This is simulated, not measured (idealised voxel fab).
The following is a process module called voxel released beams.
The width of the displayed cross-section, cut, is 260 nm; its cells are square, with a size of 5 nm.
Bands, listed from the top down, are how a cross-section gets written in this document; the cross-section itself is a grid of square cells, and a band is one or more rows of them. Per band: top height and bottom height in nm, followed by the left-to-right materials and their widths in nm; "all across" marks a single material spanning edge to edge, "blank" marks empty space. Heights are reckoned from 0. Under this level, the received wafer is all of one material. The bottommost band is open-ended downward, for example "top 0, no bottom". Width "30->40": first value at the band's top row of cells, second value at its bottom row, equal change from row to row. What does "remained unchanged" mean for a step? It means no cell of the cross-section changed in that step. Basically, "Voids, enclosed" tells you about the enclosed voids: empty spaces with no open way to the top, 8 cells or bigger, each written width x height at distance, where distance is from the left edge, all in nm. The remark found on a step's line after its settings is issued by the simulator itself and pertains to that step. On any step carrying a mask, the "overlay nm" setting, if present on the step's line, tells how far right of its planned place the mask lay; negative values point to the left.

So here's the lineup of process steps we planned:
1. op RECEIVE | material Si
2. op CONFORMAL_DEP | material Al2O3 | thk nm 5
3. op DIRECTIONAL_DEP | material SiO2 | thk nm 10
4. op PATTERN | tone open | mask id ANCHOR | material resist | width nm 25 | thk nm 20 | overlay nm 0
5. op DIRECTIONAL_ETCH | etch materials SiO2 | depth nm 10
6. op STRIP | etch materials resist
7. op CONFORMAL_DEP | material SiN | thk nm 10
8. op PATTERN | tone cover | mask id BEAM | material resist | width nm 105 | thk nm 15 | overlay nm 0
9. op DIRECTIONAL_ETCH | etch materials SiN | depth nm 10
10. op STRIP | etch materials resist
11. op STRIP | etch materials SiO2

First out of two wafers; run went to plan:

Incoming wafer, cross-sectional view, post step 1:
  top 0, no bottom = Si all across
  Voids, enclosed: none

Wafer section view after processing step 2:
  top 5, bottom 0 = Al2O3 all across
  Everything under 0 stays put, no change at all.

Wafer section view after processing step 3:
  top 15, bottom 5 = SiO2 all across
  Everything under 5 stays put, no change at all.

Wafer section view after processing step 4:
  top 35, bottom 15 = 80 of resist; 25 of blank; 155 of resist
  Everything under 15 stays put, no change at all.

Wafer section view after processing step 5:
  top 35, bottom 15 = 80 of resist; 25 of blank; 155 of resist
  top 15, bottom 5 = 80 of SiO2; 25 of blank; 155 of SiO2
  Everything under 5 stays put, no change at all.

Wafer section view after processing step 6:
  top 15, bottom 5 = 80 of SiO2; 25 of blank; 155 of SiO2
  Everything under 5 stays put, no change at all.

Wafer section view after processing step 7:
  top 25, bottom 15 = 90 of SiN; 5 of blank; 165 of SiN
  top 15, bottom 5 = 80 of SiO2; 25 of SiN; 155 of SiO2
  Everything under 5 stays put, no change at all.

Wafer section view after processing step 8:
  top 40, bottom 25 = 75 of blank; 105 of resist; 80 of blank
  top 25, bottom 15 = 90 of SiN; 5 of resist; 165 of SiN
  Everything under 15 stays put, no change at all.

Wafer section view after processing step 9:
  top 40, bottom 25 = 75 of blank; 105 of resist; 80 of blank
  top 25, bottom 15 = 75 of blank; 15 of SiN; 5 of resist; 85 of SiN; 80 of blank
  Everything under 15 stays put, no change at all.

Wafer section view after processing step 10:
  top 25, bottom 15 = 75 of blank; 15 of SiN; 5 of blank; 85 of SiN; 80 of blank
  Everything under 15 stays put, no change at all.

Wafer section view after processing step 11:
  top 25, bottom 15 = 75 of blank; 15 of SiN; 5 of blank; 85 of SiN; 80 of blank
  top 15, bottom 5 = 80 of blank; 25 of SiN; 155 of blank
  Everything under 5 stays put, no change at all.

It is to be noted that the second wafer proceeded from the same initial state and according to the same plan as the first, although one mistake was committed in its execution; through step 4, inclusive, the two wafers share an identical history:

Cross-section of the second wafer at the time step 5 of the plan should have ended:
  top 35, bottom 15 = 80 of resist; 25 of blank; 155 of resist
  top 15, bottom 5 = 80 of SiO2; 25 of blank; 155 of SiO2
  Everything under 5 stays put, no change at all.

Cross-section of the second wafer at the time step 6 of the plan should have ended:
  top 15, bottom 5 = 80 of SiO2; 25 of blank; 155 of SiO2
  Everything under 5 stays put, no change at all.

Cross-section of the second wafer at the time step 7 of the plan should have ended:
  top 25, bottom 15 = 90 of SiN; 5 of blank; 165 of SiN
  top 15, bottom 5 = 80 of SiO2; 25 of SiN; 155 of SiO2
  Everything under 5 stays put, no change at all.

Cross-section of the second wafer at the time step 8 of the plan should have ended:
  top 40, bottom 25 = 75 of blank; 105 of resist; 80 of blank
  top 25, bottom 15 = 90 of SiN; 5 of resist; 165 of SiN
  Everything under 15 stays put, no change at all.

Cross-section of the second wafer at the time step 9 of the plan should have ended:
  top 40, bottom 25 = 75 of blank; 105 of resist; 80 of blank
  top 25, bottom 15 = 75 of blank; 15 of SiN; 5 of resist; 85 of SiN; 80 of blank
  Everything under 15 stays put, no change at all.

Cross-section of the second wafer at the time step 10 of the plan should have ended:
  top 25, bottom 15 = 75 of blank; 15 of SiN; 5 of blank; 85 of SiN; 80 of blank
  Everything under 15 stays put, no change at all.

Cross-section of the second wafer at the time step 11 of the plan should have ended:
  top 25, bottom 15 = 75 of blank; 15 of SiN; 5 of blank; 85 of SiN; 80 of blank
  top 15, bottom 5 = 80 of blank; 25 of SiN; 155 of blank
  Everything under 5 stays put, no change at all.
Nonconformance to the process plan: yeah, plan step 5 got run twice
Upon completion, the cross-sectional profiles of the two wafers are identical; consequently, the error exerts no influence on the quantities computed by this model.
